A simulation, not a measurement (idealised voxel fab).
Process module, titled voxel wiring stack
The figure presents cross-section cut, which has a width of 275 nm and is divided into square cells with an edge length of 5 nm.
A cross-section is a grid of square cells, given in bands from the top down. A band is one or more rows of cells. Band: top and bottom heights (nm) first, top before bottom; then materials from left to right, widths in nm. "throughout" marks a sole material filling the band edge to edge. "blank" denotes empty space. Height reference: 0 = level under which incoming wafer is all one material. Lowest band: no bottom, runs on downward, e.g. "top 0, no bottom". A two-number width, for instance "30->40", indicates that the width is equal to the first number in the top row of the band and to the second number in the bottom row, and that it changes by a constant amount per row of cells. Step marked "remained unchanged"? Then no cell in the cross-section changed in it. This entry, "Closed void entries", enumerates those empty regions of no fewer than 8 cells that possess no open connection to the top. Each region is reported in the form width x height at distance, the distance being taken from the left edge, with all three quantities expressed in nm. Anything after a step's settings on that line? It's the simulator's own note about the step. If you see "overlay nm" on a step's line and that step has a mask, it's telling you how far right of where it was planned the mask ended up; a negative number means it went left instead. Each pair of cross-sections that follows straddles one process step: the one shows the state before the step, the other the state after it, down to the lowest band that changed and no further. The step in question, and its settings, are given under the pair. Note that a pair is not necessarily a continuation of the pair above it, since pairs can come from different runs of this module on the same starting wafer; it is a continuation only where its entry headed "Ex-ante state" says so.

# Ex-ante state
    top 75, bottom 60: 75 of lowk, 30 of blank, 15 of lowk, 30 of blank, 15 of lowk, 30 of blank, 80 of lowk
    top 60, bottom 45: 75 of lowk, 15 of blank, 75 of lowk, 15 of blank, 95 of lowk
    top 45, bottom 40: 75 of SiCN, 15 of blank, 75 of SiCN, 15 of blank, 95 of SiCN
    top 40, bottom 35: 80 of TiN, 20 of Cu, 25 of TiN, 20 of Cu, 25 of TiN, 20 of Cu, 85 of TiN
    top 35, bottom 20: 75 of SiO2, 5 of TiN, 20 of Cu, 5 of TiN, 15 of SiO2, 5 of TiN, 20 of Cu, 5 of TiN, 15 of SiO2, 5 of TiN, 20 of Cu, 5 of TiN, 80 of SiO2
    top 20, bottom 15: 75 of SiO2, 30 of TiN, 15 of SiO2, 30 of TiN, 15 of SiO2, 30 of TiN, 80 of SiO2
    top 15, bottom 0: SiO2 throughout
    top 0, no bottom: Si throughout
    Closed void entries: none

# Sectional Result
    top 80, bottom 75: 80 of TiN, 20 of blank, 25 of TiN, 20 of blank, 25 of TiN, 20 of blank, 85 of TiN
    top 75, bottom 65: 75 of lowk, 5 of TiN, 20 of blank, 5 of TiN, 15 of lowk, 5 of TiN, 20 of blank, 5 of TiN, 15 of lowk, 5 of TiN, 20 of blank, 5 of TiN, 80 of lowk
    top 65, bottom 60: 75 of lowk, 5 of TiN, 5 of blank, 20 of TiN, 15 of lowk, 30 of TiN, 15 of lowk, 5 of TiN, 5 of blank, 20 of TiN, 80 of lowk
    top 60, bottom 45: 75 of lowk, 5 of TiN, 5 of blank, 5 of TiN, 75 of lowk, 5 of TiN, 5 of blank, 5 of TiN, 95 of lowk
    top 45, bottom 40: 75 of SiCN, 15 of TiN, 75 of SiCN, 15 of TiN, 95 of SiCN
    Under the height 40 nothing was changed.
    Closed void entries: none
In between the before and after cross-sections above, the step is op CONFORMAL_DEP | material TiN | thk nm 5

Ex-ante state: the after view from the pair directly above serves as the before view here.

# Sectional Result
    top 85, bottom 80: Cu throughout
    top 80, bottom 75: 80 of TiN, 20 of Cu, 25 of TiN, 20 of Cu, 25 of TiN, 20 of Cu, 85 of TiN
    top 75, bottom 65: 75 of lowk, 5 of TiN, 20 of Cu, 5 of TiN, 15 of lowk, 5 of TiN, 20 of Cu, 5 of TiN, 15 of lowk, 5 of TiN, 20 of Cu, 5 of TiN, 80 of lowk
    top 65, bottom 60: 75 of lowk, 5 of TiN, 5 of Cu, 20 of TiN, 15 of lowk, 30 of TiN, 15 of lowk, 5 of TiN, 5 of Cu, 20 of TiN, 80 of lowk
    top 60, bottom 45: 75 of lowk, 5 of TiN, 5 of Cu, 5 of TiN, 75 of lowk, 5 of TiN, 5 of Cu, 5 of TiN, 95 of lowk
    Under the height 45 nothing was changed.
    Closed void entries: none
In between the before and after cross-sections above, the step is op FILL_DEP | material Cu | thk nm 5

Ex-ante state: the after view from the pair directly above serves as the before view here.

# Sectional Result
    top 75, bottom 65: 75 of lowk, 5 of TiN, 20 of Cu, 5 of TiN, 15 of lowk, 5 of TiN, 20 of Cu, 5 of TiN, 15 of lowk, 5 of TiN, 20 of Cu, 5 of TiN, 80 of lowk
    Under the height 65 nothing was changed.
    Closed void entries: none
In between the before and after cross-sections above, the step is op CMP | height nm 75

Ex-ante state: the after view from the pair directly above serves as the before view here.

# Sectional Result
    top 80, bottom 75: SiCN throughout
    Under the height 75 nothing was changed.
    Closed void entries: none
In between the before and after cross-sections above, the step is op CONFORMAL_DEP | material SiCN | thk nm 5

Ex-ante state: the after view from the pair directly above serves as the before view here.

# Sectional Result
    top 105, bottom 80: lowk throughout
    Under the height 80 nothing was changed.
    Closed void entries: none
In between the before and after cross-sections above, the step is op DIRECTIONAL_DEP | material lowk | thk nm 25

Ex-ante state: the after view from the pair directly above serves as the before view here.

# Sectional Result
    top 120, bottom 105: aC throughout
    Under the height 105 nothing was changed.
    Closed void entries: none
In between the before and after cross-sections above, the step is op DIRECTIONAL_DEP | material aC | thk nm 15

Ex-ante state: the after view from the pair directly above serves as the before view here.

# Sectional Result
    top 150, bottom 120: 75 of resist, 30 of blank, 15 of resist, 30 of blank, 15 of resist, 30 of blank, 80 of resist
    Under the height 120 nothing was changed.
    Closed void entries: none
In between the before and after cross-sections above, the step is op PATTERN | tone open | mask id METAL_3 | material resist | width nm 30 | pitch nm 45 | thk nm 30 | overlay nm 0

Ex-ante state: the after view from the pair directly above serves as the before view here.

# Sectional Result
    top 135, bottom 120: 75 of resist, 30 of blank, 15 of resist, 30 of blank, 15 of resist, 30 of blank, 80 of resist
    top 120, bottom 105: 75 of aC, 30 of blank, 15 of aC, 30 of blank, 15 of aC, 30 of blank, 80 of aC
    Under the height 105 nothing was changed.
    Closed void entries: none
In between the before and after cross-sections above, the step is op DIRECTIONAL_ETCH | etch materials aC | depth nm 15

Ex-ante state: the after view from the pair directly above serves as the before view here.

# Sectional Result
    top 120, bottom 105: 75 of aC, 30 of blank, 15 of aC, 30 of blank, 15 of aC, 30 of blank, 80 of aC
    Under the height 105 nothing was changed.
    Closed void entries: none
In between the before and after cross-sections above, the step is op STRIP | etch materials resist

Ex-ante state: the after view from the pair directly above serves as the before view here.

# Sectional Result
    top 120, bottom 105: 75 of aC, 30 of blank, 15 of aC, 30 of blank, 15 of aC, 30 of blank, 80 of aC
    top 105, bottom 90: 75 of lowk, 30 of blank, 15 of lowk, 30 of blank, 15 of lowk, 30 of blank, 80 of lowk
    Under the height 90 nothing was changed.
    Closed void entries: none
In between the before and after cross-sections above, the step is op DIRECTIONAL_ETCH | etch materials lowk | depth nm 15

Ex-ante state: the after view from the pair directly above serves as the before view here.

# Sectional Result
    top 105, bottom 90: 75 of lowk, 30 of blank, 15 of lowk, 30 of blank, 15 of lowk, 30 of blank, 80 of lowk
    Under the height 90 nothing was changed.
    Closed void entries: none
In between the before and after cross-sections above, the step is op STRIP | etch materials aC

Ex-ante state: the after view from the pair directly above serves as the before view here.

# Sectional Result
    top 115, bottom 105: 75 of aC, 30 of blank, 15 of aC, 30 of blank, 15 of aC, 30 of blank, 80 of aC
    top 105, bottom 100: 75 of lowk, 30 of blank, 15 of lowk, 30 of blank, 15 of lowk, 30 of blank, 80 of lowk
    top 100, bottom 90: 75 of lowk, 30 of aC, 15 of lowk, 30 of aC, 15 of lowk, 30 of aC, 80 of lowk
    Under the height 90 nothing was changed.
    Closed void entries: none
In between the before and after cross-sections above, the step is op DIRECTIONAL_DEP | material aC | thk nm 10

Ex-ante state: the after view from the pair directly above serves as the before view here.

# Sectional Result
    top 140, bottom 115: 75 of resist, 15 of blank, 75 of resist, 15 of blank, 95 of resist
    top 115, bottom 105: 75 of aC, 15 of blank, 15 of resist, 15 of aC, 30 of resist, 15 of aC, 15 of blank, 15 of resist, 80 of aC
    top 105, bottom 100: 75 of lowk, 15 of blank, 15 of resist, 15 of lowk, 30 of resist, 15 of lowk, 15 of blank, 15 of resist, 80 of lowk
    Under the height 100 nothing was changed.
    Closed void entries: none
In between the before and after cross-sections above, the step is op PATTERN | tone open | mask id METAL_3_HOLES | material resist | width nm 15 | pitch nm 90 | thk nm 25 | overlay nm 0

Ex-ante state: the after view from the pair directly above serves as the before view here.

# Sectional Result
    top 130, bottom 115: 75 of resist, 15 of blank, 75 of resist, 15 of blank, 95 of resist
    top 115, bottom 105: 75 of aC, 15 of blank, 15 of resist, 15 of aC, 30 of resist, 15 of aC, 15 of blank, 15 of resist, 80 of aC
    top 105, bottom 100: 75 of lowk, 15 of blank, 15 of resist, 15 of lowk, 30 of resist, 15 of lowk, 15 of blank, 15 of resist, 80 of lowk
    top 100, bottom 90: 75 of lowk, 15 of blank, 15 of aC, 15 of lowk, 30 of aC, 15 of lowk, 15 of blank, 15 of aC, 80 of lowk
    Under the height 90 nothing was changed.
    Closed void entries: none
In between the before and after cross-sections above, the step is op DIRECTIONAL_ETCH | etch materials aC | depth nm 10

Ex-ante state: the after view from the pair directly above serves as the before view here.

# Sectional Result
    top 115, bottom 105: 75 of aC, 30 of blank, 15 of aC, 30 of blank, 15 of aC, 30 of blank, 80 of aC
    top 105, bottom 100: 75 of lowk, 30 of blank, 15 of lowk, 30 of blank, 15 of lowk, 30 of blank, 80 of lowk
    Under the height 100 nothing was changed.
    Closed void entries: none
In between the before and after cross-sections above, the step is op STRIP | etch materials resist

Ex-ante state: the after view from the pair directly above serves as the before view here.

# Sectional Result
    top 115, bottom 105: 75 of aC, 30 of blank, 15 of aC, 30 of blank, 15 of aC, 30 of blank, 80 of aC
    top 105, bottom 100: 75 of lowk, 30 of blank, 15 of lowk, 30 of blank, 15 of lowk, 30 of blank, 80 of lowk
    top 100, bottom 90: 75 of lowk, 15 of blank, 15 of aC, 15 of lowk, 30 of aC, 15 of lowk, 15 of blank, 15 of aC, 80 of lowk
    top 90, bottom 80: 75 of lowk, 15 of blank, 75 of lowk, 15 of blank, 95 of lowk
    Under the height 80 nothing was changed.
    Closed void entries: none
In between the before and after cross-sections above, the step is op DIRECTIONAL_ETCH | etch materials lowk | depth nm 10

Ex-ante state: the after view from the pair directly above serves as the before view here.

# Sectional Result
    top 115, bottom 105: 75 of aC, 30 of blank, 15 of aC, 30 of blank, 15 of aC, 30 of blank, 80 of aC
    top 105, bottom 100: 75 of lowk, 30 of blank, 15 of lowk, 30 of blank, 15 of lowk, 30 of blank, 80 of lowk
    top 100, bottom 90: 75 of lowk, 15 of blank, 15 of aC, 15 of lowk, 30 of aC, 15 of lowk, 15 of blank, 15 of aC, 80 of lowk
    top 90, bottom 80: 75 of lowk, 15 of blank, 75 of lowk, 15 of blank, 95 of lowk
    top 80, bottom 75: 75 of SiCN, 15 of blank, 75 of SiCN, 15 of blank, 95 of SiCN
    Under the height 75 nothing was changed.
    Closed void entries: none
In between the before and after cross-sections above, the step is op DIRECTIONAL_ETCH | etch materials SiCN | depth nm 5

Ex-ante state: the after view from the pair directly above serves as the before view here.

# Sectional Result
    top 105, bottom 90: 75 of lowk, 30 of blank, 15 of lowk, 30 of blank, 15 of lowk, 30 of blank, 80 of lowk
    Under the height 90 nothing was changed.
    Closed void entries: none
In between the before and after cross-sections above, the step is op STRIP | etch materials aC

Ex-ante state: the after view from the pair directly above serves as the before view here.

# Sectional Result
    top 110, bottom 105: 80 of TiN, 20 of blank, 25 of TiN, 20 of blank, 25 of TiN, 20 of blank, 85 of TiN
    top 105, bottom 95: 75 of lowk, 5 of TiN, 20 of blank, 5 of TiN, 15 of lowk, 5 of TiN, 20 of blank, 5 of TiN, 15 of lowk, 5 of TiN, 20 of blank, 5 of TiN, 80 of lowk
    top 95, bottom 90: 75 of lowk, 5 of TiN, 5 of blank, 20 of TiN, 15 of lowk, 30 of TiN, 15 of lowk, 5 of TiN, 5 of blank, 20 of TiN, 80 of lowk
    top 90, bottom 80: 75 of lowk, 5 of TiN, 5 of blank, 5 of TiN, 75 of lowk, 5 of TiN, 5 of blank, 5 of TiN, 95 of lowk
    top 80, bottom 75: 75 of SiCN, 15 of TiN, 75 of SiCN, 15 of TiN, 95 of SiCN
    Under the height 75 nothing was changed.
    Closed void entries: none
In between the before and after cross-sections above, the step is op CONFORMAL_DEP | material TiN | thk nm 5

Ex-ante state: the after view from the pair directly above serves as the before view here.

# Sectional Result
    top 115, bottom 110: Cu throughout
    top 110, bottom 105: 80 of TiN, 20 of Cu, 25 of TiN, 20 of Cu, 25 of TiN, 20 of Cu, 85 of TiN
    top 105, bottom 95: 75 of lowk, 5 of TiN, 20 of Cu, 5 of TiN, 15 of lowk, 5 of TiN, 20 of Cu, 5 of TiN, 15 of lowk, 5 of TiN, 20 of Cu, 5 of TiN, 80 of lowk
    top 95, bottom 90: 75 of lowk, 5 of TiN, 5 of Cu, 20 of TiN, 15 of lowk, 30 of TiN, 15 of lowk, 5 of TiN, 5 of Cu, 20 of TiN, 80 of lowk
    top 90, bottom 80: 75 of lowk, 5 of TiN, 5 of Cu, 5 of TiN, 75 of lowk, 5 of TiN, 5 of Cu, 5 of TiN, 95 of lowk
    Under the height 80 nothing was changed.
    Closed void entries: none
In between the before and after cross-sections above, the step is op FILL_DEP | material Cu | thk nm 5

Ex-ante state: the after view from the pair directly above serves as the before view here.

# Sectional Result
    top 105, bottom 95: 75 of lowk, 5 of TiN, 20 of Cu, 5 of TiN, 15 of lowk, 5 of TiN, 20 of Cu, 5 of TiN, 15 of lowk, 5 of TiN, 20 of Cu, 5 of TiN, 80 of lowk
    Under the height 95 nothing was changed.
    Closed void entries: none
In between the before and after cross-sections above, the step is op CMP | height nm 105

Ex-ante state: the after view from the pair directly above serves as the before view here.

# Sectional Result
    top 110, bottom 105: SiCN throughout
    Under the height 105 nothing was changed.
    Closed void entries: none
In between the before and after cross-sections above, the step is op CONFORMAL_DEP | material SiCN | thk nm 5

# Ex-ante state
    top 15, bottom 0: SiO2 throughout
    top 0, no bottom: Si throughout
    Closed void entries: none

# Sectional Result
    top 30, bottom 0: SiO2 throughout
    Under the height 0 nothing was changed.
    Closed void entries: none
In between the before and after cross-sections above, the step is op CONFORMAL_DEP | material SiO2 | thk nm 15

Ex-ante state: the after view from the pair directly above serves as the before view here.

# Sectional Result
    top 35, bottom 30: SiCN throughout
    Under the height 30 nothing was changed.
    Closed void entries: none
In between the before and after cross-sections above, the step is op CONFORMAL_DEP | material SiCN | thk nm 5

Ex-ante state: the after view from the pair directly above serves as the before view here.

# Sectional Result
    top 55, bottom 35: SiO2 throughout
    Under the height 35 nothing was changed.
    Closed void entries: none
In between the before and after cross-sections above, the step is op DIRECTIONAL_DEP | material SiO2 | thk nm 20

Ex-ante state: the after view from the pair directly above serves as the before view here.

# Sectional Result
    top 70, bottom 55: aC throughout
    Under the height 55 nothing was changed.
    Closed void entries: none
In between the before and after cross-sections above, the step is op DIRECTIONAL_DEP | material aC | thk nm 15

Ex-ante state: the after view from the pair directly above serves as the before view here.

# Sectional Result
    top 100, bottom 70: 75 of resist, 30 of blank, 15 of resist, 30 of blank, 15 of resist, 30 of blank, 80 of resist
    Under the height 70 nothing was changed.
    Closed void entries: none
In between the before and after cross-sections above, the step is op PATTERN | tone open | mask id METAL_1 | material resist | width nm 30 | pitch nm 45 | thk nm 30 | overlay nm 0

Ex-ante state: the after view from the pair directly above serves as the before view here.

# Sectional Result
    top 85, bottom 70: 75 of resist, 30 of blank, 15 of resist, 30 of blank, 15 of resist, 30 of blank, 80 of resist
    top 70, bottom 55: 75 of aC, 30 of blank, 15 of aC, 30 of blank, 15 of aC, 30 of blank, 80 of aC
    Under the height 55 nothing was changed.
    Closed void entries: none
In between the before and after cross-sections above, the step is op DIRECTIONAL_ETCH | etch materials aC | depth nm 15

Ex-ante state: the after view from the pair directly above serves as the before view here.

# Sectional Result
    top 70, bottom 55: 75 of aC, 30 of blank, 15 of aC, 30 of blank, 15 of aC, 30 of blank, 80 of aC
    Under the height 55 nothing was changed.
    Closed void entries: none
In between the before and after cross-sections above, the step is op STRIP | etch materials resist

Ex-ante state: the after view from the pair directly above serves as the before view here.

# Sectional Result
    top 70, bottom 55: 75 of aC, 30 of blank, 15 of aC, 30 of blank, 15 of aC, 30 of blank, 80 of aC
    top 55, bottom 35: 75 of SiO2, 30 of blank, 15 of SiO2, 30 of blank, 15 of SiO2, 30 of blank, 80 of SiO2
    Under the height 35 nothing was changed.
    Closed void entries: none
In between the before and after cross-sections above, the step is op DIRECTIONAL_ETCH | etch materials SiO2 | depth nm 20

Ex-ante state: the after view from the pair directly above serves as the before view here.

# Sectional Result
    top 70, bottom 55: 75 of aC, 30 of blank, 15 of aC, 30 of blank, 15 of aC, 30 of blank, 80 of aC
    top 55, bottom 35: 75 of SiO2, 30 of blank, 15 of SiO2, 30 of blank, 15 of SiO2, 30 of blank, 80 of SiO2
    top 35, bottom 30: 75 of SiCN, 30 of blank, 15 of SiCN, 30 of blank, 15 of SiCN, 30 of blank, 80 of SiCN
    Under the height 30 nothing was changed.
    Closed void entries: none
In between the before and after cross-sections above, the step is op DIRECTIONAL_ETCH | etch materials SiCN | depth nm 5

Ex-ante state: the after view from the pair directly above serves as the before view here.

# Sectional Result
    top 55, bottom 35: 75 of SiO2, 30 of blank, 15 of SiO2, 30 of blank, 15 of SiO2, 30 of blank, 80 of SiO2
    Under the height 35 nothing was changed.
    Closed void entries: none
In between the before and after cross-sections above, the step is op STRIP | etch materials aC

Ex-ante state: the after view from the pair directly above serves as the before view here.

# Sectional Result
    top 60, bottom 55: 80 of TiN, 20 of blank, 25 of TiN, 20 of blank, 25 of TiN, 20 of blank, 85 of TiN
    top 55, bottom 35: 75 of SiO2, 5 of TiN, 20 of blank, 5 of TiN, 15 of SiO2, 5 of TiN, 20 of blank, 5 of TiN, 15 of SiO2, 5 of TiN, 20 of blank, 5 of TiN, 80 of SiO2
    top 35, bottom 30: 75 of SiCN, 30 of TiN, 15 of SiCN, 30 of TiN, 15 of SiCN, 30 of TiN, 80 of SiCN
    Under the height 30 nothing was changed.
    Closed void entries: none
In between the before and after cross-sections above, the step is op CONFORMAL_DEP | material TiN | thk nm 5

Ex-ante state: the after view from the pair directly above serves as the before view here.

# Sectional Result
    top 65, bottom 60: Cu throughout
    top 60, bottom 55: 80 of TiN, 20 of Cu, 25 of TiN, 20 of Cu, 25 of TiN, 20 of Cu, 85 of TiN
    top 55, bottom 35: 75 of SiO2, 5 of TiN, 20 of Cu, 5 of TiN, 15 of SiO2, 5 of TiN, 20 of Cu, 5 of TiN, 15 of SiO2, 5 of TiN, 20 of Cu, 5 of TiN, 80 of SiO2
    Under the height 35 nothing was changed.
    Closed void entries: none
In between the before and after cross-sections above, the step is op FILL_DEP | material Cu | thk nm 5

Ex-ante state: the after view from the pair directly above serves as the before view here.

# Sectional Result
    top 40, bottom 35: 75 of SiO2, 5 of TiN, 20 of Cu, 5 of TiN, 15 of SiO2, 5 of TiN, 20 of Cu, 5 of TiN, 15 of SiO2, 5 of TiN, 20 of Cu, 5 of TiN, 80 of SiO2
    Under the height 35 nothing was changed.
    Closed void entries: none
In between the before and after cross-sections above, the step is op CMP | height nm 40

Ex-ante state: the after view from the pair directly above serves as the before view here.

# Sectional Result
    top 45, bottom 40: SiCN throughout
    Under the height 40 nothing was changed.
    Closed void entries: none
In between the before and after cross-sections above, the step is op CONFORMAL_DEP | material SiCN | thk nm 5

Ex-ante state: the after view from the pair directly above serves as the before view here.

# Sectional Result
    top 75, bottom 45: lowk throughout
    Under the height 45 nothing was changed.
    Closed void entries: none
In between the before and after cross-sections above, the step is op DIRECTIONAL_DEP | material lowk | thk nm 30

Ex-ante state: the after view from the pair directly above serves as the before view here.

# Sectional Result
    top 90, bottom 75: 75 of resist, 30 of blank, 15 of resist, 30 of blank, 15 of resist, 30 of blank, 80 of resist
    Under the height 75 nothing was changed.
    Closed void entries: none
In between the before and after cross-sections above, the step is op PATTERN | tone open | mask id METAL_2 | material resist | width nm 30 | pitch nm 45 | thk nm 15 | overlay nm 0

Ex-ante state: the after view from the pair directly above serves as the before view here.

# Sectional Result
    top 90, bottom 75: 75 of resist, 30 of blank, 15 of resist, 30 of blank, 15 of resist, 30 of blank, 80 of resist
    top 75, bottom 60: 75 of lowk, 30 of blank, 15 of lowk, 30 of blank, 15 of lowk, 30 of blank, 80 of lowk
    Under the height 60 nothing was changed.
    Closed void entries: none
In between the before and after cross-sections above, the step is op DIRECTIONAL_ETCH | etch materials lowk | depth nm 15

Ex-ante state: the after view from the pair directly above serves as the before view here.

# Sectional Result
    top 75, bottom 60: 75 of lowk, 30 of blank, 15 of lowk, 30 of blank, 15 of lowk, 30 of blank, 80 of lowk
    Under the height 60 nothing was changed.
    Closed void entries: none
In between the before and after cross-sections above, the step is op STRIP | etch materials resist

Ex-ante state: the after view from the pair directly above serves as the before view here.

# Sectional Result
    top 95, bottom 75: 75 of resist, 15 of blank, 75 of resist, 15 of blank, 95 of resist
    top 75, bottom 60: 75 of lowk, 15 of blank, 15 of resist, 15 of lowk, 30 of resist, 15 of lowk, 15 of blank, 15 of resist, 80 of lowk
    Under the height 60 nothing was changed.
    Closed void entries: none
In between the before and after cross-sections above, the step is op PATTERN | tone open | mask id METAL_2_HOLES | material resist | width nm 15 | pitch nm 90 | thk nm 20 | overlay nm 0

Ex-ante state: the after view from the pair directly above serves as the before view here.

# Sectional Result
    top 95, bottom 75: 75 of resist, 15 of blank, 75 of resist, 15 of blank, 95 of resist
    top 75, bottom 60: 75 of lowk, 15 of blank, 15 of resist, 15 of lowk, 30 of resist, 15 of lowk, 15 of blank, 15 of resist, 80 of lowk
    top 60, bottom 45: 75 of lowk, 15 of blank, 75 of lowk, 15 of blank, 95 of lowk
    Under the height 45 nothing was changed.
    Closed void entries: none
In between the before and after cross-sections above, the step is op DIRECTIONAL_ETCH | etch materials lowk | depth nm 15

Ex-ante state: the after view from the pair directly above serves as the before view here.

# Sectional Result
    top 95, bottom 75: 75 of resist, 15 of blank, 75 of resist, 15 of blank, 95 of resist
    top 75, bottom 60: 75 of lowk, 15 of blank, 15 of resist, 15 of lowk, 30 of resist, 15 of lowk, 15 of blank, 15 of resist, 80 of lowk
    top 60, bottom 45: 75 of lowk, 15 of blank, 75 of lowk, 15 of blank, 95 of lowk
    top 45, bottom 40: 75 of SiCN, 15 of blank, 75 of SiCN, 15 of blank, 95 of SiCN
    Under the height 40 nothing was changed.
    Closed void entries: none
In between the before and after cross-sections above, the step is op DIRECTIONAL_ETCH | etch materials SiCN | depth nm 5

Ex-ante state: the after view from the pair directly above serves as the before view here.

# Sectional Result
    top 75, bottom 60: 75 of lowk, 30 of blank, 15 of lowk, 30 of blank, 15 of lowk, 30 of blank, 80 of lowk
    Under the height 60 nothing was changed.
    Closed void entries: none
In between the before and after cross-sections above, the step is op STRIP | etch materials resist

Ex-ante state: the after view from the pair directly above serves as the before view here.

# Sectional Result
    top 80, bottom 75: 80 of TiN, 20 of blank, 25 of TiN, 20 of blank, 25 of TiN, 20 of blank, 85 of TiN
    top 75, bottom 65: 75 of lowk, 5 of TiN, 20 of blank, 5 of TiN, 15 of lowk, 5 of TiN, 20 of blank, 5 of TiN, 15 of lowk, 5 of TiN, 20 of blank, 5 of TiN, 80 of lowk
    top 65, bottom 60: 75 of lowk, 5 of TiN, 5 of blank, 20 of TiN, 15 of lowk, 30 of TiN, 15 of lowk, 5 of TiN, 5 of blank, 20 of TiN, 80 of lowk
    top 60, bottom 45: 75 of lowk, 5 of TiN, 5 of blank, 5 of TiN, 75 of lowk, 5 of TiN, 5 of blank, 5 of TiN, 95 of lowk
    top 45, bottom 40: 75 of SiCN, 15 of TiN, 75 of SiCN, 15 of TiN, 95 of SiCN
    Under the height 40 nothing was changed.
    Closed void entries: none
In between the before and after cross-sections above, the step is op CONFORMAL_DEP | material TiN | thk nm 5

Ex-ante state: the after view from the pair directly above serves as the before view here.

# Sectional Result
    top 85, bottom 80: Cu throughout
    top 80, bottom 75: 80 of TiN, 20 of Cu, 25 of TiN, 20 of Cu, 25 of TiN, 20 of Cu, 85 of TiN
    top 75, bottom 65: 75 of lowk, 5 of TiN, 20 of Cu, 5 of TiN, 15 of lowk, 5 of TiN, 20 of Cu, 5 of TiN, 15 of lowk, 5 of TiN, 20 of Cu, 5 of TiN, 80 of lowk
    top 65, bottom 60: 75 of lowk, 5 of TiN, 5 of Cu, 20 of TiN, 15 of lowk, 30 of TiN, 15 of lowk, 5 of TiN, 5 of Cu, 20 of TiN, 80 of lowk
    top 60, bottom 45: 75 of lowk, 5 of TiN, 5 of Cu, 5 of TiN, 75 of lowk, 5 of TiN, 5 of Cu, 5 of TiN, 95 of lowk
    Under the height 45 nothing was changed.
    Closed void entries: none
In between the before and after cross-sections above, the step is op FILL_DEP | material Cu | thk nm 5

Ex-ante state: the after view from the pair directly above serves as the before view here.

# Sectional Result
    top 75, bottom 65: 75 of lowk, 5 of TiN, 20 of Cu, 5 of TiN, 15 of lowk, 5 of TiN, 20 of Cu, 5 of TiN, 15 of lowk, 5 of TiN, 20 of Cu, 5 of TiN, 80 of lowk
    Under the height 65 nothing was changed.
    Closed void entries: none
In between the before and after cross-sections above, the step is op CMP | height nm 75

Ex-ante state: the after view from the pair directly above serves as the before view here.

# Sectional Result
    top 80, bottom 75: SiCN throughout
    Under the height 75 nothing was changed.
    Closed void entries: none
In between the before and after cross-sections above, the step is op CONFORMAL_DEP | material SiCN | thk nm 5

Ex-ante state: the after view from the pair directly above serves as the before view here.

# Sectional Result
    top 105, bottom 80: lowk throughout
    Under the height 80 nothing was changed.
    Closed void entries: none
In between the before and after cross-sections above, the step is op DIRECTIONAL_DEP | material lowk | thk nm 25

Ex-ante state: the after view from the pair directly above serves as the before view here.

# Sectional Result
    top 120, bottom 105: aC throughout
    Under the height 105 nothing was changed.
    Closed void entries: none
In between the before and after cross-sections above, the step is op DIRECTIONAL_DEP | material aC | thk nm 15

Ex-ante state: the after view from the pair directly above serves as the before view here.

# Sectional Result
    top 150, bottom 120: 75 of resist, 30 of blank, 15 of resist, 30 of blank, 15 of resist, 30 of blank, 80 of resist
    Under the height 120 nothing was changed.
    Closed void entries: none
In between the before and after cross-sections above, the step is op PATTERN | tone open | mask id METAL_3 | material resist | width nm 30 | pitch nm 45 | thk nm 30 | overlay nm 0

Ex-ante state: the after view from the pair directly above serves as the before view here.

# Sectional Result
    top 135, bottom 120: 75 of resist, 30 of blank, 15 of resist, 30 of blank, 15 of resist, 30 of blank, 80 of resist
    top 120, bottom 105: 75 of aC, 30 of blank, 15 of aC, 30 of blank, 15 of aC, 30 of blank, 80 of aC
    Under the height 105 nothing was changed.
    Closed void entries: none
In between the before and after cross-sections above, the step is op DIRECTIONAL_ETCH | etch materials aC | depth nm 15

Ex-ante state: the after view from the pair directly above serves as the before view here.

# Sectional Result
    top 120, bottom 105: 75 of aC, 30 of blank, 15 of aC, 30 of blank, 15 of aC, 30 of blank, 80 of aC
    Under the height 105 nothing was changed.
    Closed void entries: none
In between the before and after cross-sections above, the step is op STRIP | etch materials resist

Ex-ante state: the after view from the pair directly above serves as the before view here.

# Sectional Result
    top 120, bottom 105: 75 of aC, 30 of blank, 15 of aC, 30 of blank, 15 of aC, 30 of blank, 80 of aC
    top 105, bottom 90: 75 of lowk, 30 of blank, 15 of lowk, 30 of blank, 15 of lowk, 30 of blank, 80 of lowk
    Under the height 90 nothing was changed.
    Closed void entries: none
In between the before and after cross-sections above, the step is op DIRECTIONAL_ETCH | etch materials lowk | depth nm 15

Ex-ante state: the after view from the pair directly above serves as the before view here.

# Sectional Result
    top 105, bottom 90: 75 of lowk, 30 of blank, 15 of lowk, 30 of blank, 15 of lowk, 30 of blank, 80 of lowk
    Under the height 90 nothing was changed.
    Closed void entries: none
In between the before and after cross-sections above, the step is op STRIP | etch materials aC

Ex-ante state: the after view from the pair directly above serves as the before view here.

# Sectional Result
    top 115, bottom 105: 75 of aC, 30 of blank, 15 of aC, 30 of blank, 15 of aC, 30 of blank, 80 of aC
    top 105, bottom 100: 75 of lowk, 30 of blank, 15 of lowk, 30 of blank, 15 of lowk, 30 of blank, 80 of lowk
    top 100, bottom 90: 75 of lowk, 30 of aC, 15 of lowk, 30 of aC, 15 of lowk, 30 of aC, 80 of lowk
    Under the height 90 nothing was changed.
    Closed void entries: none
In between the before and after cross-sections above, the step is op DIRECTIONAL_DEP | material aC | thk nm 10

Ex-ante state: the after view from the pair directly above serves as the before view here.

# Sectional Result
    top 140, bottom 115: 75 of resist, 15 of blank, 75 of resist, 15 of blank, 95 of resist
    top 115, bottom 105: 75 of aC, 15 of blank, 15 of resist, 15 of aC, 30 of resist, 15 of aC, 15 of blank, 15 of resist, 80 of aC
    top 105, bottom 100: 75 of lowk, 15 of blank, 15 of resist, 15 of lowk, 30 of resist, 15 of lowk, 15 of blank, 15 of resist, 80 of lowk
    Under the height 100 nothing was changed.
    Closed void entries: none
In between the before and after cross-sections above, the step is op PATTERN | tone open | mask id METAL_3_HOLES | material resist | width nm 15 | pitch nm 90 | thk nm 25 | overlay nm 0

Ex-ante state: the after view from the pair directly above serves as the before view here.

# Sectional Result
    top 130, bottom 115: 75 of resist, 15 of blank, 75 of resist, 15 of blank, 95 of resist
    top 115, bottom 105: 75 of aC, 15 of blank, 15 of resist, 15 of aC, 30 of resist, 15 of aC, 15 of blank, 15 of resist, 80 of aC
    top 105, bottom 100: 75 of lowk, 15 of blank, 15 of resist, 15 of lowk, 30 of resist, 15 of lowk, 15 of blank, 15 of resist, 80 of lowk
    top 100, bottom 90: 75 of lowk, 15 of blank, 15 of aC, 15 of lowk, 30 of aC, 15 of lowk, 15 of blank, 15 of aC, 80 of lowk
    Under the height 90 nothing was changed.
    Closed void entries: none
In between the before and after cross-sections above, the step is op DIRECTIONAL_ETCH | etch materials aC | depth nm 10
